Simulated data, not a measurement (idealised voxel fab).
The following is a process module called voxel transistor to metal.
The cross-section on display is named cut; it measures 285 nm wide, and its cells are 5 nm squares.
Cross-section format: a grid of square cells, given as bands from top to bottom; each band is one or more rows of cells. Each band's line starts with the height of the band's top and of its bottom, in nm. Then come its materials from left to right, each with its width in nm. One material with "all across" fills the band from edge to edge. "empty" is empty space. A quick word on heights: they are counted from 0, and under that level the wafer as it came to us is one material throughout. The lowest band is different from the rest in having no bottom; it simply continues downward, written as in "0 down". Top row gets the first number, bottom row gets the second, and each row in between changes by the same step: that is how a band width like "30->40" works. "all unchanged" after a step means that no cell of the cross-section changed. Empty spaces counting at least 8 cells and having no open way to the top are listed in "Enclosed internal voids". The notation width x height at distance is used for each, the distance being from the left edge and all three values in nm. Step line, after settings: the simulator's comment on this step. For masked steps, "overlay nm" on the step line gives how far right of plan the mask actually lay; a minus sign means it lay to the left.

### Process steps - plan
1 RECEIVE, material Si
2 CONFORMAL_DEP, material SiO2, thk nm 5
3 CONFORMAL_DEP, material SiN, thk nm 15
4 PATTERN, tone cover, mask id ACTIVE, material resist, width nm 110, pitch nm 140, thk nm 15, overlay nm 0
5 DIRECTIONAL_ETCH, etch materials SiN, depth nm 15
6 DIRECTIONAL_ETCH, etch materials SiO2, depth nm 5
7 DIRECTIONAL_ETCH, etch materials Si, depth nm 25
8 STRIP, etch materials resist
9 FILL_DEP, material SiO2, thk nm 15
10 CMP, height nm 20
11 SELECTIVE_ETCH, etch materials SiO2, depth nm 10
12 STRIP, etch materials SiN
13 SELECTIVE_ETCH, etch materials SiO2, depth nm 5
14 OXIDIZE, depth nm 5
15 DIRECTIONAL_DEP, material polySi, thk nm 20
16 DIRECTIONAL_DEP, material SiCN, thk nm 15
17 MASKED_ETCH, tone cover, mask id GATE, width nm 20, pitch nm 140, etch materials SiCN, depth nm 25, overlay nm 0
18 MASKED_ETCH, tone cover, mask id GATE, width nm 20, pitch nm 140, etch materials polySi, depth nm 30, overlay nm 0
19 CONFORMAL_DEP, material SiN, thk nm 10
20 DIRECTIONAL_ETCH, etch materials SiN, depth nm 10
21 DIRECTIONAL_ETCH, etch materials SiO2, depth nm 5
22 DIRECTIONAL_ETCH, etch materials Si, depth nm 5
23 EPI, material nSi, thk nm 10
24 FILL_DEP, material SiO2, thk nm 5
25 CMP, height nm 35
26 DIRECTIONAL_DEP, material SiO2, thk nm 15
27 DIRECTIONAL_DEP, material aC, thk nm 15
28 PATTERN, tone open, mask id CONTACT, material resist, width nm 20, pitch nm 70, thk nm 30, overlay nm 0
29 DIRECTIONAL_ETCH, etch materials aC, depth nm 15
30 STRIP, etch materials resist
31 DIRECTIONAL_ETCH, etch materials SiO2, depth nm 50
32 STRIP, etch materials aC
33 CONFORMAL_DEP, material TiN, thk nm 5
34 FILL_DEP, material Ru, thk nm 5
35 CMP, height nm 50
36 DIRECTIONAL_DEP, material TiN, thk nm 5
37 DIRECTIONAL_DEP, material W, thk nm 25
38 PATTERN, tone cover, mask id METAL_1, material resist, width nm 20, pitch nm 70, thk nm 20, overlay nm 0
39 DIRECTIONAL_ETCH, etch materials W, depth nm 25
40 DIRECTIONAL_ETCH, etch materials TiN, depth nm 5
41 STRIP, etch materials resist
42 CONFORMAL_DEP, material SiN, thk nm 5
43 FILL_DEP, material lowk, thk nm 5
44 CMP, height nm 80
45 CONFORMAL_DEP, material SiCN, thk nm 5

### First of two wafers, processed according to plan

### Delivered wafer in cross-section: state after step 1
    0 down = Si all across
    Enclosed internal voids: none

### after step 2
    5 to 0 = SiO2 all across
    Under 0: no change, same as before.

### after step 3
    20 to 5 = SiN all across
    Under 5: no change, same as before.

### after step 4
    35 to 20 = empty=15 / resist=110 / empty=30 / resist=110 / empty=20
    Under 20: no change, same as before.

### after step 5
    35 to 20 = empty=15 / resist=110 / empty=30 / resist=110 / empty=20
    20 to 5 = empty=15 / SiN=110 / empty=30 / SiN=110 / empty=20
    Under 5: no change, same as before.

### after step 6
    35 to 20 = empty=15 / resist=110 / empty=30 / resist=110 / empty=20
    20 to 5 = empty=15 / SiN=110 / empty=30 / SiN=110 / empty=20
    5 to 0 = empty=15 / SiO2=110 / empty=30 / SiO2=110 / empty=20
    Under 0: no change, same as before.

### after step 7
    35 to 20 = empty=15 / resist=110 / empty=30 / resist=110 / empty=20
    20 to 5 = empty=15 / SiN=110 / empty=30 / SiN=110 / empty=20
    5 to 0 = empty=15 / SiO2=110 / empty=30 / SiO2=110 / empty=20
    0 to -25 = empty=15 / Si=110 / empty=30 / Si=110 / empty=20
    Under -25: no change, same as before.

### after step 8
    20 to 5 = empty=15 / SiN=110 / empty=30 / SiN=110 / empty=20
    Under 5: no change, same as before.

### after step 9
    35 to 20 = SiO2 all across
    20 to 5 = SiO2=15 / SiN=110 / SiO2=30 / SiN=110 / SiO2=20
    5 to 0 = SiO2 all across
    0 to -25 = SiO2=15 / Si=110 / SiO2=30 / Si=110 / SiO2=20
    Under -25: no change, same as before.

### after step 10
    20 to 5 = SiO2=15 / SiN=110 / SiO2=30 / SiN=110 / SiO2=20
    Under 5: no change, same as before.

### after step 11
    20 to 10 = empty=15 / SiN=110 / empty=30 / SiN=110 / empty=20
    Under 10: no change, same as before.

### after step 12
    10 to 5 = SiO2=15 / empty=110 / SiO2=30 / empty=110 / SiO2=20
    Under 5: no change, same as before.

### after step 13
    5 to 0 = SiO2=10 / empty=120 / SiO2=20 / empty=120 / SiO2=15
    Under 0: no change, same as before.

### after step 14
    5 to 0 = SiO2=10 / empty=120 / SiO2=20 / empty=120 / SiO2=15
    0 to -5 = SiO2 all across
    Under -5: no change, same as before.

### after step 15
    25 to 20 = polySi=10 / empty=120 / polySi=20 / empty=120 / polySi=15
    20 to 5 = polySi all across
    5 to 0 = SiO2=10 / polySi=120 / SiO2=20 / polySi=120 / SiO2=15
    Under 0: no change, same as before.

### after step 16
    40 to 35 = SiCN=10 / empty=120 / SiCN=20 / empty=120 / SiCN=15
    35 to 25 = SiCN all across
    25 to 20 = polySi=10 / SiCN=120 / polySi=20 / SiCN=120 / polySi=15
    Under 20: no change, same as before.

### after step 17
    35 to 25 = empty=60 / SiCN=20 / empty=120 / SiCN=20 / empty=65
    25 to 20 = polySi=10 / empty=50 / SiCN=20 / empty=50 / polySi=20 / empty=50 / SiCN=20 / empty=50 / polySi=15
    Under 20: no change, same as before.

### after step 18
    35 to 20 = empty=60 / SiCN=20 / empty=120 / SiCN=20 / empty=65
    20 to 5 = empty=60 / polySi=20 / empty=120 / polySi=20 / empty=65
    5 to 0 = SiO2=10 / empty=50 / polySi=20 / empty=50 / SiO2=20 / empty=50 / polySi=20 / empty=50 / SiO2=15
    Under 0: no change, same as before.

### after step 19
    45 to 35 = empty=50 / SiN=40 / empty=100 / SiN=40 / empty=55
    35 to 20 = empty=50 / SiN=10 / SiCN=20 / SiN=10 / empty=100 / SiN=10 / SiCN=20 / SiN=10 / empty=55
    20 to 15 = empty=50 / SiN=10 / polySi=20 / SiN=10 / empty=100 / SiN=10 / polySi=20 / SiN=10 / empty=55
    15 to 10 = SiN=20 / empty=30 / SiN=10 / polySi=20 / SiN=10 / empty=30 / SiN=40 / empty=30 / SiN=10 / polySi=20 / SiN=10 / empty=30 / SiN=25
    10 to 5 = SiN=60 / polySi=20 / SiN=120 / polySi=20 / SiN=65
    5 to 0 = SiO2=10 / SiN=50 / polySi=20 / SiN=50 / SiO2=20 / SiN=50 / polySi=20 / SiN=50 / SiO2=15
    Under 0: no change, same as before.

### after step 20
    35 to 20 = empty=50 / SiN=10 / SiCN=20 / SiN=10 / empty=100 / SiN=10 / SiCN=20 / SiN=10 / empty=55
    20 to 5 = empty=50 / SiN=10 / polySi=20 / SiN=10 / empty=100 / SiN=10 / polySi=20 / SiN=10 / empty=55
    5 to 0 = SiO2=10 / SiN=10 / empty=30 / SiN=10 / polySi=20 / SiN=10 / empty=30 / SiN=10 / SiO2=20 / SiN=10 / empty=30 / SiN=10 / polySi=20 / SiN=10 / empty=30 / SiN=10 / SiO2=15
    Under 0: no change, same as before.

### after step 21
    35 to 20 = empty=50 / SiN=10 / SiCN=20 / SiN=10 / empty=100 / SiN=10 / SiCN=20 / SiN=10 / empty=55
    20 to 5 = empty=50 / SiN=10 / polySi=20 / SiN=10 / empty=100 / SiN=10 / polySi=20 / SiN=10 / empty=55
    5 to 0 = empty=10 / SiN=10 / empty=30 / SiN=10 / polySi=20 / SiN=10 / empty=30 / SiN=10 / empty=20 / SiN=10 / empty=30 / SiN=10 / polySi=20 / SiN=10 / empty=30 / SiN=10 / empty=15
    0 to -5 = SiO2=20 / empty=30 / SiO2=40 / empty=30 / SiO2=40 / empty=30 / SiO2=40 / empty=30 / SiO2=25
    Under -5: no change, same as before.

### after step 22
    35 to 20 = empty=50 / SiN=10 / SiCN=20 / SiN=10 / empty=100 / SiN=10 / SiCN=20 / SiN=10 / empty=55
    20 to 5 = empty=50 / SiN=10 / polySi=20 / SiN=10 / empty=100 / SiN=10 / polySi=20 / SiN=10 / empty=55
    5 to 0 = empty=10 / SiN=10 / empty=30 / SiN=10 / polySi=20 / SiN=10 / empty=30 / SiN=10 / empty=20 / SiN=10 / empty=30 / SiN=10 / polySi=20 / SiN=10 / empty=30 / SiN=10 / empty=15
    0 to -5 = SiO2=20 / empty=30 / SiO2=40 / empty=30 / SiO2=40 / empty=30 / SiO2=40 / empty=30 / SiO2=25
    -5 to -10 = SiO2=15 / Si=5 / empty=30 / Si=40 / empty=30 / Si=5 / SiO2=30 / Si=5 / empty=30 / Si=40 / empty=30 / Si=5 / SiO2=20
    Under -10: no change, same as before.

### after step 23
    35 to 20 = empty=50 / SiN=10 / SiCN=20 / SiN=10 / empty=100 / SiN=10 / SiCN=20 / SiN=10 / empty=55
    20 to 5 = empty=50 / SiN=10 / polySi=20 / SiN=10 / empty=100 / SiN=10 / polySi=20 / SiN=10 / empty=55
    5 to 0 = empty=10 / SiN=10 / nSi=10 / empty=10 / nSi=10 / SiN=10 / polySi=20 / SiN=10 / nSi=10 / empty=10 / nSi=10 / SiN=10 / empty=20 / SiN=10 / nSi=10 / empty=10 / nSi=10 / SiN=10 / polySi=20 / SiN=10 / nSi=10 / empty=10 / nSi=10 / SiN=10 / empty=15
    0 to -5 = SiO2=20 / nSi=30 / SiO2=40 / nSi=30 / SiO2=40 / nSi=30 / SiO2=40 / nSi=30 / SiO2=25
    -5 to -10 = SiO2=15 / Si=5 / nSi=30 / Si=40 / nSi=30 / Si=5 / SiO2=30 / Si=5 / nSi=30 / Si=40 / nSi=30 / Si=5 / SiO2=20
    Under -10: no change, same as before.

### after step 24
    40 to 35 = SiO2 all across
    35 to 20 = SiO2=50 / SiN=10 / SiCN=20 / SiN=10 / SiO2=100 / SiN=10 / SiCN=20 / SiN=10 / SiO2=55
    20 to 5 = SiO2=50 / SiN=10 / polySi=20 / SiN=10 / SiO2=100 / SiN=10 / polySi=20 / SiN=10 / SiO2=55
    5 to 0 = SiO2=10 / SiN=10 / nSi=10 / SiO2=10 / nSi=10 / SiN=10 / polySi=20 / SiN=10 / nSi=10 / SiO2=10 / nSi=10 / SiN=10 / SiO2=20 / SiN=10 / nSi=10 / SiO2=10 / nSi=10 / SiN=10 / polySi=20 / SiN=10 / nSi=10 / SiO2=10 / nSi=10 / SiN=10 / SiO2=15
    Under 0: no change, same as before.

### after step 25
    35 to 20 = SiO2=50 / SiN=10 / SiCN=20 / SiN=10 / SiO2=100 / SiN=10 / SiCN=20 / SiN=10 / SiO2=55
    Under 20: no change, same as before.

### after step 26
    50 to 35 = SiO2 all across
    Under 35: no change, same as before.

### after step 27
    65 to 50 = aC all across
    Under 50: no change, same as before.

### after step 28
    95 to 65 = resist=25 / empty=20 / resist=50 / empty=20 / resist=50 / empty=20 / resist=50 / empty=20 / resist=30
    Under 65: no change, same as before.

### after step 29
    80 to 65 = resist=25 / empty=20 / resist=50 / empty=20 / resist=50 / empty=20 / resist=50 / empty=20 / resist=30
    65 to 50 = aC=25 / empty=20 / aC=50 / empty=20 / aC=50 / empty=20 / aC=50 / empty=20 / aC=30
    Under 50: no change, same as before.

### after step 30
    65 to 50 = aC=25 / empty=20 / aC=50 / empty=20 / aC=50 / empty=20 / aC=50 / empty=20 / aC=30
    Under 50: no change, same as before.

### after step 31
    65 to 50 = aC=25 / empty=20 / aC=50 / empty=20 / aC=50 / empty=20 / aC=50 / empty=20 / aC=30
    50 to 35 = SiO2=25 / empty=20 / SiO2=50 / empty=20 / SiO2=50 / empty=20 / SiO2=50 / empty=20 / SiO2=30
    35 to 20 = SiO2=25 / empty=20 / SiO2=5 / SiN=10 / SiCN=20 / SiN=10 / SiO2=5 / empty=20 / SiO2=50 / empty=20 / SiO2=5 / SiN=10 / SiCN=20 / SiN=10 / SiO2=5 / empty=20 / SiO2=30
    20 to 5 = SiO2=25 / empty=20 / SiO2=5 / SiN=10 / polySi=20 / SiN=10 / SiO2=5 / empty=20 / SiO2=50 / empty=20 / SiO2=5 / SiN=10 / polySi=20 / SiN=10 / SiO2=5 / empty=20 / SiO2=30
    5 to 0 = SiO2=10 / SiN=10 / nSi=10 / empty=10 / nSi=10 / SiN=10 / polySi=20 / SiN=10 / nSi=10 / empty=10 / nSi=10 / SiN=10 / SiO2=20 / SiN=10 / nSi=10 / empty=10 / nSi=10 / SiN=10 / polySi=20 / SiN=10 / nSi=10 / empty=10 / nSi=10 / SiN=10 / SiO2=15
    Under 0: no change, same as before.

### after step 32
    50 to 35 = SiO2=25 / empty=20 / SiO2=50 / empty=20 / SiO2=50 / empty=20 / SiO2=50 / empty=20 / SiO2=30
    Under 35: no change, same as before.

### after step 33
    55 to 50 = TiN=30 / empty=10 / TiN=60 / empty=10 / TiN=60 / empty=10 / TiN=60 / empty=10 / TiN=35
    50 to 35 = SiO2=25 / TiN=5 / empty=10 / TiN=5 / SiO2=50 / TiN=5 / empty=10 / TiN=5 / SiO2=50 / TiN=5 / empty=10 / TiN=5 / SiO2=50 / TiN=5 / empty=10 / TiN=5 / SiO2=30
    35 to 20 = SiO2=25 / TiN=5 / empty=10 / TiN=5 / SiO2=5 / SiN=10 / SiCN=20 / SiN=10 / SiO2=5 / TiN=5 / empty=10 / TiN=5 / SiO2=50 / TiN=5 / empty=10 / TiN=5 / SiO2=5 / SiN=10 / SiCN=20 / SiN=10 / SiO2=5 / TiN=5 / empty=10 / TiN=5 / SiO2=30
    20 to 10 = SiO2=25 / TiN=5 / empty=10 / TiN=5 / SiO2=5 / SiN=10 / polySi=20 / SiN=10 / SiO2=5 / TiN=5 / empty=10 / TiN=5 / SiO2=50 / TiN=5 / empty=10 / TiN=5 / SiO2=5 / SiN=10 / polySi=20 / SiN=10 / SiO2=5 / TiN=5 / empty=10 / TiN=5 / SiO2=30
    10 to 5 = SiO2=25 / TiN=20 / SiO2=5 / SiN=10 / polySi=20 / SiN=10 / SiO2=5 / TiN=20 / SiO2=50 / TiN=20 / SiO2=5 / SiN=10 / polySi=20 / SiN=10 / SiO2=5 / TiN=20 / SiO2=30
    5 to 0 = SiO2=10 / SiN=10 / nSi=10 / TiN=10 / nSi=10 / SiN=10 / polySi=20 / SiN=10 / nSi=10 / TiN=10 / nSi=10 / SiN=10 / SiO2=20 / SiN=10 / nSi=10 / TiN=10 / nSi=10 / SiN=10 / polySi=20 / SiN=10 / nSi=10 / TiN=10 / nSi=10 / SiN=10 / SiO2=15
    Under 0: no change, same as before.

### after step 34
    60 to 55 = Ru all across
    55 to 50 = TiN=30 / Ru=10 / TiN=60 / Ru=10 / TiN=60 / Ru=10 / TiN=60 / Ru=10 / TiN=35
    50 to 35 = SiO2=25 / TiN=5 / Ru=10 / TiN=5 / SiO2=50 / TiN=5 / Ru=10 / TiN=5 / SiO2=50 / TiN=5 / Ru=10 / TiN=5 / SiO2=50 / TiN=5 / Ru=10 / TiN=5 / SiO2=30
    35 to 20 = SiO2=25 / TiN=5 / Ru=10 / TiN=5 / SiO2=5 / SiN=10 / SiCN=20 / SiN=10 / SiO2=5 / TiN=5 / Ru=10 / TiN=5 / SiO2=50 / TiN=5 / Ru=10 / TiN=5 / SiO2=5 / SiN=10 / SiCN=20 / SiN=10 / SiO2=5 / TiN=5 / Ru=10 / TiN=5 / SiO2=30
    20 to 10 = SiO2=25 / TiN=5 / Ru=10 / TiN=5 / SiO2=5 / SiN=10 / polySi=20 / SiN=10 / SiO2=5 / TiN=5 / Ru=10 / TiN=5 / SiO2=50 / TiN=5 / Ru=10 / TiN=5 / SiO2=5 / SiN=10 / polySi=20 / SiN=10 / SiO2=5 / TiN=5 / Ru=10 / TiN=5 / SiO2=30
    Under 10: no change, same as before.

### after step 35
    50 to 35 = SiO2=25 / TiN=5 / Ru=10 / TiN=5 / SiO2=50 / TiN=5 / Ru=10 / TiN=5 / SiO2=50 / TiN=5 / Ru=10 / TiN=5 / SiO2=50 / TiN=5 / Ru=10 / TiN=5 / SiO2=30
    Under 35: no change, same as before.

### after step 36
    55 to 50 = TiN all across
    Under 50: no change, same as before.

### after step 37
    80 to 55 = W all across
    Under 55: no change, same as before.

### after step 38
    100 to 80 = empty=25 / resist=20 / empty=50 / resist=20 / empty=50 / resist=20 / empty=50 / resist=20 / empty=30
    Under 80: no change, same as before.

### after step 39
    100 to 80 = empty=25 / resist=20 / empty=50 / resist=20 / empty=50 / resist=20 / empty=50 / resist=20 / empty=30
    80 to 55 = empty=25 / W=20 / empty=50 / W=20 / empty=50 / W=20 / empty=50 / W=20 / empty=30
    Under 55: no change, same as before.

### after step 40
    100 to 80 = empty=25 / resist=20 / empty=50 / resist=20 / empty=50 / resist=20 / empty=50 / resist=20 / empty=30
    80 to 55 = empty=25 / W=20 / empty=50 / W=20 / empty=50 / W=20 / empty=50 / W=20 / empty=30
    55 to 50 = empty=25 / TiN=20 / empty=50 / TiN=20 / empty=50 / TiN=20 / empty=50 / TiN=20 / empty=30
    Under 50: no change, same as before.

### after step 41
    80 to 55 = empty=25 / W=20 / empty=50 / W=20 / empty=50 / W=20 / empty=50 / W=20 / empty=30
    Under 55: no change, same as before.

### after step 42
    85 to 80 = empty=20 / SiN=30 / empty=40 / SiN=30 / empty=40 / SiN=30 / empty=40 / SiN=30 / empty=25
    80 to 55 = empty=20 / SiN=5 / W=20 / SiN=5 / empty=40 / SiN=5 / W=20 / SiN=5 / empty=40 / SiN=5 / W=20 / SiN=5 / empty=40 / SiN=5 / W=20 / SiN=5 / empty=25
    55 to 50 = SiN=25 / TiN=20 / SiN=50 / TiN=20 / SiN=50 / TiN=20 / SiN=50 / TiN=20 / SiN=30
    Under 50: no change, same as before.

### after step 43
    90 to 85 = lowk all across
    85 to 80 = lowk=20 / SiN=30 / lowk=40 / SiN=30 / lowk=40 / SiN=30 / lowk=40 / SiN=30 / lowk=25
    80 to 55 = lowk=20 / SiN=5 / W=20 / SiN=5 / lowk=40 / SiN=5 / W=20 / SiN=5 / lowk=40 / SiN=5 / W=20 / SiN=5 / lowk=40 / SiN=5 / W=20 / SiN=5 / lowk=25
    Under 55: no change, same as before.

### after step 44
    80 to 55 = lowk=20 / SiN=5 / W=20 / SiN=5 / lowk=40 / SiN=5 / W=20 / SiN=5 / lowk=40 / SiN=5 / W=20 / SiN=5 / lowk=40 / SiN=5 / W=20 / SiN=5 / lowk=25
    Under 55: no change, same as before.

### after step 45
    85 to 80 = SiCN all across
    Under 80: no change, same as before.

### Second Wafer (Identical Start and Plan, One Processing Error; Matches First Wafer Through Step 35)

### At the planned end of step 36, the second wafer in cross-section
    75 to 50 = W all across
    Under 50: no change, same as before.

### At the planned end of step 37, the second wafer in cross-section
    80 to 75 = TiN all across
    Under 75: no change, same as before.

### At the planned end of step 38, the second wafer in cross-section
    100 to 80 = empty=25 / resist=20 / empty=50 / resist=20 / empty=50 / resist=20 / empty=50 / resist=20 / empty=30
    Under 80: no change, same as before.

At the planned end of step 39, the second wafer in cross-section: all unchanged

### At the planned end of step 40, the second wafer in cross-section
    100 to 80 = empty=25 / resist=20 / empty=50 / resist=20 / empty=50 / resist=20 / empty=50 / resist=20 / empty=30
    80 to 75 = empty=25 / TiN=20 / empty=50 / TiN=20 / empty=50 / TiN=20 / empty=50 / TiN=20 / empty=30
    Under 75: no change, same as before.

### At the planned end of step 41, the second wafer in cross-section
    80 to 75 = empty=25 / TiN=20 / empty=50 / TiN=20 / empty=50 / TiN=20 / empty=50 / TiN=20 / empty=30
    Under 75: no change, same as before.

### At the planned end of step 42, the second wafer in cross-section
    85 to 80 = empty=20 / SiN=30 / empty=40 / SiN=30 / empty=40 / SiN=30 / empty=40 / SiN=30 / empty=25
    80 to 75 = SiN=25 / TiN=20 / SiN=50 / TiN=20 / SiN=50 / TiN=20 / SiN=50 / TiN=20 / SiN=30
    Under 75: no change, same as before.

### At the planned end of step 43, the second wafer in cross-section
    90 to 85 = lowk all across
    85 to 80 = lowk=20 / SiN=30 / lowk=40 / SiN=30 / lowk=40 / SiN=30 / lowk=40 / SiN=30 / lowk=25
    Under 80: no change, same as before.

### At the planned end of step 44, the second wafer in cross-section
    80 to 75 = SiN=25 / TiN=20 / SiN=50 / TiN=20 / SiN=50 / TiN=20 / SiN=50 / TiN=20 / SiN=30
    Under 75: no change, same as before.

### At the planned end of step 45, the second wafer in cross-section
    85 to 80 = SiCN all across
    Under 80: no change, same as before.
So what did we get wrong on this run? steps 36 and 37 swapped
In the final state, the cell counts of the second wafer exceed or fall short of those of the first for the following materials: -40 SiN, +205 W, -165 lowk
